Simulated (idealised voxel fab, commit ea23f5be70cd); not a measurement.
process module | voxel fin reveal
cross-section cut | 180 nm wide | cells 5 nm
A cross-section is a grid of square cells, given in bands from the top down. A band is one or more rows of cells.
Each band's line starts with the height of the band's top and of its bottom, in nm. Then come its materials from left to right, each with its width in nm. One material with "throughout" fills the band from edge to edge. "air" is empty space.
Height 0 is the level under which the wafer as received is all one material. The lowest band goes on downwards, as in "0 down".
A width such as "30 to 40" changes by the same amount from each row of cells to the next, from the band's top row to its bottom row.
"no change" after a step means that no cell of the cross-section changed.
closed voids: empty space of 8 cells or more with no open way to the top, each as width x height at its distance from the left edge, in nm
after a step's settings: what the simulator itself notes on the step
overlay nm, on a step with a mask: how far to the right of its planned place the mask lay; to the left if negative
plan
1 op RECEIVE | material Si
2 op CONFORMAL_DEP | material SiN | thk nm 10
3 op PATTERN | tone cover | mask id FINS | material resist | width nm 15 | pitch nm 45 | thk nm 15 | overlay nm 0
4 op DIRECTIONAL_ETCH | etch materials SiN | depth nm 10
5 op DIRECTIONAL_ETCH | etch materials Si | depth nm 40
6 op STRIP | etch materials resist
7 op OXIDIZE | depth nm 5
8 op FILL_DEP | material SiO2 | thk nm 10
9 op CMP | height nm 10
10 op SELECTIVE_ETCH | etch materials SiO2 | depth nm 30
11 op STRIP | etch materials SiN
12 op CONFORMAL_DEP | material HfO2 | thk nm 5
first wafer, as planned
as received, after step 1
  0 down: Si throughout
  closed voids: none
after step 2
  10 to 0: SiN throughout
  below 0: unchanged
after step 3
  25 to 10: air 60 | resist 15 | air 30 | resist 15 | air 60
  below 10: unchanged
after step 4
  25 to 10: air 60 | resist 15 | air 30 | resist 15 | air 60
  10 to 0: air 60 | SiN 15 | air 30 | SiN 15 | air 60
  below 0: unchanged
after step 5
  25 to 10: air 60 | resist 15 | air 30 | resist 15 | air 60
  10 to 0: air 60 | SiN 15 | air 30 | SiN 15 | air 60
  0 to -40: air 60 | Si 15 | air 30 | Si 15 | air 60
  below -40: unchanged
after step 6
  10 to 0: air 60 | SiN 15 | air 30 | SiN 15 | air 60
  below 0: unchanged
after step 7
  10 to 0: air 60 | SiN 15 | air 30 | SiN 15 | air 60
  0 to -40: air 60 | SiO2 5 | Si 5 | SiO2 5 | air 30 | SiO2 5 | Si 5 | SiO2 5 | air 60
  -40 to -45: SiO2 65 | Si 5 | SiO2 40 | Si 5 | SiO2 65
  below -45: unchanged
after step 8
  20 to 10: SiO2 throughout
  10 to 0: SiO2 60 | SiN 15 | SiO2 30 | SiN 15 | SiO2 60
  0 to -45: SiO2 65 | Si 5 | SiO2 40 | Si 5 | SiO2 65
  below -45: unchanged
after step 9
  10 to 0: SiO2 60 | SiN 15 | SiO2 30 | SiN 15 | SiO2 60
  below 0: unchanged
after step 10
  10 to 0: air 60 | SiN 15 | air 30 | SiN 15 | air 60
  0 to -20: air 65 | Si 5 | air 40 | Si 5 | air 65
  below -20: unchanged
after step 11
  0 to -20: air 65 | Si 5 | air 40 | Si 5 | air 65
  below -20: unchanged
after step 12
  5 to 0: air 60 | HfO2 15 | air 30 | HfO2 15 | air 60
  0 to -15: air 60 | HfO2 5 | Si 5 | HfO2 5 | air 30 | HfO2 5 | Si 5 | HfO2 5 | air 60
  -15 to -20: HfO2 65 | Si 5 | HfO2 40 | Si 5 | HfO2 65
  below -20: unchanged
second wafer: like start, like plan, one mistake. Through step 2 it matches the first wafer
when step 3 should have ended
  25 to 10: resist 60 | air 15 | resist 30 | air 15 | resist 60
  below 10: unchanged
when step 4 should have ended
  25 to 10: resist 60 | air 15 | resist 30 | air 15 | resist 60
  10 to 0: SiN 60 | air 15 | SiN 30 | air 15 | SiN 60
  below 0: unchanged
when step 5 should have ended
  25 to 10: resist 60 | air 15 | resist 30 | air 15 | resist 60
  10 to 0: SiN 60 | air 15 | SiN 30 | air 15 | SiN 60
  0 to -40: Si 60 | air 15 | Si 30 | air 15 | Si 60
  below -40: unchanged
when step 6 should have ended
  10 to 0: SiN 60 | air 15 | SiN 30 | air 15 | SiN 60
  below 0: unchanged
when step 7 should have ended
  10 to 0: SiN 60 | air 15 | SiN 30 | air 15 | SiN 60
  0 to -40: Si 55 | SiO2 5 | air 15 | SiO2 5 | Si 20 | SiO2 5 | air 15 | SiO2 5 | Si 55
  -40 to -45: Si 55 | SiO2 25 | Si 20 | SiO2 25 | Si 55
  below -45: unchanged
when step 8 should have ended
  20 to 10: SiO2 throughout
  10 to 0: SiN 60 | SiO2 15 | SiN 30 | SiO2 15 | SiN 60
  0 to -45: Si 55 | SiO2 25 | Si 20 | SiO2 25 | Si 55
  below -45: unchanged
when step 9 should have ended
  10 to 0: SiN 60 | SiO2 15 | SiN 30 | SiO2 15 | SiN 60
  below 0: unchanged
when step 10 should have ended
  10 to 0: SiN 60 | air 15 | SiN 30 | air 15 | SiN 60
  0 to -20: Si 55 | air 25 | Si 20 | air 25 | Si 55
  below -20: unchanged
when step 11 should have ended
  0 to -20: Si 55 | air 25 | Si 20 | air 25 | Si 55
  below -20: unchanged
when step 12 should have ended
  5 to 0: HfO2 60 | air 15 | HfO2 30 | air 15 | HfO2 60
  0 to -15: Si 55 | HfO2 5 | air 15 | HfO2 5 | Si 20 | HfO2 5 | air 15 | HfO2 5 | Si 55
  -15 to -20: Si 55 | HfO2 25 | Si 20 | HfO2 25 | Si 55
  below -20: unchanged
what went wrong: step 3 ran as: op PATTERN | tone open | mask id FINS | material resist | width nm 15 | pitch nm 45 | thk nm 15 | overlay nm 0
at the end the second wafer has, in cells: 216 more of Si | 120 fewer of SiO2
